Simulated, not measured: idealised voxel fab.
Process module, titled voxel released beams
Cross-section cut spans 195 nm and uses square cells 5 nm in size.
Bands, listed from the top down, are how a cross-section gets written in this document; the cross-section itself is a grid of square cells, and a band is one or more rows of them.
Look at the band entry: it leads with the top's height and the bottom's height in nm. Then it lists the materials left to right, with a width in nm for each. The word "everywhere" on a single material says that material fills the band edge to edge. The word "air" is empty space.
The level at which height equals 0 is the one under which the wafer, as it arrives, is entirely one material. No lower edge exists for the bottom band, which continues downward and is notated as in "0 and below".
It should be noted that a width expressed as "30 to 40" varies in equal increments from row to row of cells within the band, taking the value of the first number at the top row and that of the second number at the bottom row.
Reading "remained unchanged" for a step: not a cell of the cross-section changed in it.
"Fully enclosed voids": empty spaces of 8 cells or more with no open way to the top, each given as width x height at distance, distance from the left edge, all in nm.
Heads up: the bit after the settings on a step's line is the simulator's remark on that step.
overlay nm: how far to the right of its planned place the mask lay on this masked step (negative: to the left).

Planned process steps
1 op RECEIVE | material Si
2 op CONFORMAL_DEP | material SiN | thk nm 10
3 op DIRECTIONAL_DEP | material SiO2 | thk nm 20
4 op MASKED_ETCH | tone open | mask id ANCHOR | width nm 45 | etch materials SiO2 | depth nm 20 | overlay nm 0
5 op CONFORMAL_DEP | material TiN | thk nm 15
6 op PATTERN | tone cover | mask id BEAM | material resist | width nm 125 | thk nm 15 | overlay nm 0
7 op DIRECTIONAL_ETCH | etch materials TiN | depth nm 15
8 op STRIP | etch materials resist
9 op STRIP | etch materials SiO2

Wafer at receipt (post step 1), cross-section
- 0 and below: Si everywhere
- Fully enclosed voids: none

This is how the wafer looks in cross-section once the module is done, given the starting state and plan above and one mistake in carrying the plan out
- 45 down to 30: air (30)  TiN (20)  air (15)  TiN (90)  air (40)
- 30 down to 25: air (35)  TiN (15)  air (15)  TiN (15)  air (115)
- 25 down to 10: air (35)  TiN (45)  air (115)
- 10 down to 0: TiN everywhere
- 0 and below: Si everywhere
- Fully enclosed voids: none
Heads up, the wafer didn't run the way we planned it: step 2 was not run as planned; what actually ran was op CONFORMAL_DEP | material TiN | thk nm 10
